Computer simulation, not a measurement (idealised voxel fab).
Process module under the name voxel trench capacitor
Section shown: cut. Width: 150 nm. Cell size: 5 nm, square.
Reading order for cross-sections: top band down to bottom band. Underlying form: a grid of square cells. Band size: one or more rows of cells.
Each band's line starts with the height of the band's top and of its bottom, in nm. Then come its materials from left to right, each with its width in nm. One material with "everywhere" fills the band from edge to edge. "air" is empty space.
Height reference: 0 = level under which incoming wafer is all one material. Lowest band: no bottom, runs on downward, e.g. "0 down".
Note: "30..40" means the width goes from the first number (top row of the band) to the second number (bottom row) in equal steps per row of cells.
It should be understood that the words "no change occurred", when stated for a given step, signify that the cross-section underwent no change in any of its cells during that step.
Look at "Voids, fully enclosed" for the closed voids: empty spaces with no open path to the top, sized 8 cells or up. Each is width x height at distance, distance from the left edge, all nm.
after a step's settings: what the simulator itself notes on the step
overlay nm, on a step with a mask: how far to the right of its planned place the mask lay; to the left if negative
## Here's what the planned process steps look like
1) RECEIVE | material Si
2) CONFORMAL_DEP | material SiN | thk nm 5
3) PATTERN | tone open | mask id TRENCH | material resist | width nm 20 | pitch nm 40 | thk nm 15 | overlay nm 0
4) DIRECTIONAL_ETCH | etch materials SiN | depth nm 5
5) DIRECTIONAL_ETCH | etch materials Si | depth nm 35
6) STRIP | etch materials resist
7) CONFORMAL_DEP | material SiO2 | thk nm 5
8) FILL_DEP | material polySi | thk nm 5
9) CMP | height nm 5
## Wafer at receipt (post step 1), cross-section
    0 down  Si everywhere
    Voids, fully enclosed: none
## Below is the wafer in cross-section after the module was completed. It began from the starting point shown above and followed the plan shown above, except that one mistake was made while running it
    5 to 0  SiN 25 nm  SiO2 5 nm  polySi 15 nm  SiO2 5 nm  SiN 15 nm  SiO2 5 nm  polySi 15 nm  SiO2 5 nm  SiN 15 nm  SiO2 5 nm  polySi 15 nm  SiO2 5 nm  SiN 20 nm
    0 to -30  Si 25 nm  SiO2 5 nm  polySi 15 nm  SiO2 5 nm  Si 15 nm  SiO2 5 nm  polySi 15 nm  SiO2 5 nm  Si 15 nm  SiO2 5 nm  polySi 15 nm  SiO2 5 nm  Si 20 nm
    -30 to -35  Si 25 nm  SiO2 25 nm  Si 15 nm  SiO2 25 nm  Si 15 nm  SiO2 25 nm  Si 20 nm
    -35 down  Si everywhere
    Voids, fully enclosed: none
Error vs. plan: so step 3 ended up running with a different setting than we planned, it ran as PATTERN | tone open | mask id TRENCH | material resist | width nm 25 | pitch nm 40 | thk nm 15 | overlay nm 0
